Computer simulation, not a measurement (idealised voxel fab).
Process module heading - voxel plated lines
Cross-sectional view cut (width: 210 nm; square cell size: 5 nm).
When this document writes out a cross-section, it uses a grid of square cells and lists it as bands, beginning at the top and moving down, with a band standing for one or more rows of cells. What a band's entry tells you: where the top is and where the bottom is, as heights in nm, and after that what lies inside, material by material from left to right, each with its width in nm. Empty space is written as the word "empty", and a single material marked with the word "edge to edge" occupies the band from edge to edge. Below 0: as-received wafer, all one material; heights counted from there. Lowest band: no bottom, goes on down, written "0..down". Note: "30..40" means the width goes from the first number (top row of the band) to the second number (bottom row) in equal steps per row of cells. Take "nothing was modified" at face value: in the step it is given for, the cross-section changed in none of its cells. Enclosed voids (no open way to top), threshold 8 cells or more, entry "Enclosed void entries", notation width x height at distance, distance from left edge, nm. Whatever follows a step's settings on its line is a remark the simulator itself makes about that step. A step line may carry the setting "overlay nm", which, for steps involving a mask, states the distance by which the mask lay to the right of its intended position; negative values denote displacement to the left.

**Listed below are the process steps as planned**
step 1: RECEIVE: material Si
step 2: CONFORMAL_DEP: material SiN, thk nm 10
step 3: DIRECTIONAL_DEP: material TiN, thk nm 5
step 4: PATTERN: tone open, mask id LINES, material resist, width nm 20, pitch nm 45, thk nm 30, overlay nm -10
step 5: EPI: material Ru, thk nm 10
step 6: EPI: material Ru, thk nm 10
step 7: STRIP: etch materials resist
step 8: DIRECTIONAL_ETCH: etch materials TiN, depth nm 5
step 9: CONFORMAL_DEP: material SiCN, thk nm 5
All wafers enter the flow in the same state. The overlay nm at step 4 differs from wafer to wafer, and the plan gives the value for the first wafer.

**Received wafers, first of several: cross-section after step 1**
  0..down | Si edge to edge
  Enclosed void entries: none

**Table: wafers, a row each; end-of-module cell change per material since receipt, gain (+), loss (-); then closed voids**
overlay nm -10; +64 Ru; +82 SiCN; +84 SiN; +16 TiN; Enclosed void entries: none
overlay nm -5; +64 Ru; +82 SiCN; +84 SiN; +16 TiN; Enclosed void entries: none
overlay nm 0; +64 Ru; +82 SiCN; +84 SiN; +16 TiN; Enclosed void entries: none
overlay nm 5; +64 Ru; +82 SiCN; +84 SiN; +16 TiN; Enclosed void entries: none
overlay nm 10; +64 Ru; +82 SiCN; +84 SiN; +16 TiN; Enclosed void entries: none
overlay nm 15; +64 Ru; +82 SiCN; +84 SiN; +16 TiN; Enclosed void entries: none
